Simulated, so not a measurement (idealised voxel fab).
The document below concerns the process module designated voxel released beams.
285 nm wide, 5 nm square cells: that's cross-section cut.
In this document a cross-section is written as a grid of square cells. It is given as a series of bands, listed from the top down, and a band is one or more rows of cells.
Band: top and bottom heights (nm) first, top before bottom; then materials from left to right, widths in nm. "all across" marks a sole material filling the band edge to edge. "air" denotes empty space.
Heights from 0 (as-received wafer is one material below). Bottom band endless downward, as "0..down".
The notation "30 to 40" denotes a width that varies across the rows of cells in the band, beginning at the first number in the top row, finishing at the second number in the bottom row, and changing by an identical amount from each row to the next.
"no modification", as given for a step, is the statement that not any cell of the cross-section underwent a change during that step.
"Enclosed void catalog": sealed empty spaces, 8 cells or more, no open way to top, listed width x height at distance, with distance from the left edge and width, height and distance in nm.
On a step's line, text after the settings is the simulator commenting on that step.
Among the settings permitted on a step's line is "overlay nm"; applied to a step with a mask, it specifies the extent to which the mask lay to the right of its planned position, whereas a negative figure signifies a position to the left.

[Listed below are the process steps as planned]
| 1 | RECEIVE,material Si |
| 2 | CONFORMAL_DEP,material SiN,thk nm 5 |
| 3 | DIRECTIONAL_DEP,material SiO2,thk nm 15 |
| 4 | PATTERN,tone open,mask id ANCHOR,material resist,width nm 35,thk nm 20,overlay nm 0 |
| 5 | DIRECTIONAL_ETCH,etch materials SiO2,depth nm 15 |
| 6 | STRIP,etch materials resist |
| 7 | CONFORMAL_DEP,material polySi,thk nm 15 |
| 8 | DIRECTIONAL_DEP,material aC,thk nm 15 |
| 9 | PATTERN,tone cover,mask id BEAM,material resist,width nm 100,thk nm 30,overlay nm 0 |
| 10 | DIRECTIONAL_ETCH,etch materials aC,depth nm 15 |
| 11 | STRIP,etch materials resist |
| 12 | DIRECTIONAL_ETCH,etch materials polySi,depth nm 15 |
| 13 | STRIP,etch materials aC |
| 14 | STRIP,etch materials SiO2 |

[As received (post step 1): cross-section]
	0..down  Si all across
	Enclosed void catalog: none

[Here's the cross-section of the first of our two wafers at the end of the module - it ran as planned]
	35..20  air 90 nm, then polySi 20 nm, then air 5 nm, then polySi 75 nm, then air 95 nm
	20..5  air 95 nm, then polySi 35 nm, then air 155 nm
	5..0  SiN all across
	0..down  Si all across
	Enclosed void catalog: none

[Presented here is a cross-section of the second of the two wafers as it stood at the end of the module. It was started in the same manner and assigned the same plan as the first wafer; however, one mistake was made in its execution]
	35..20  air 90 nm, then polySi 55 nm, then air 140 nm
	20..5  air 80 nm, then polySi 15 nm, then SiO2 35 nm, then polySi 60 nm, then air 95 nm
	5..0  SiN all across
	0..down  Si all across
	Enclosed void catalog: none
Want to know what went wrong? in deviation from the planned setting, step 4 was conducted as PATTERN,tone cover,mask id ANCHOR,material resist,width nm 35,thk nm 20,overlay nm 0
Count the cells at the end and the second wafer has more or fewer of some materials than the first: SiO2: 21 more
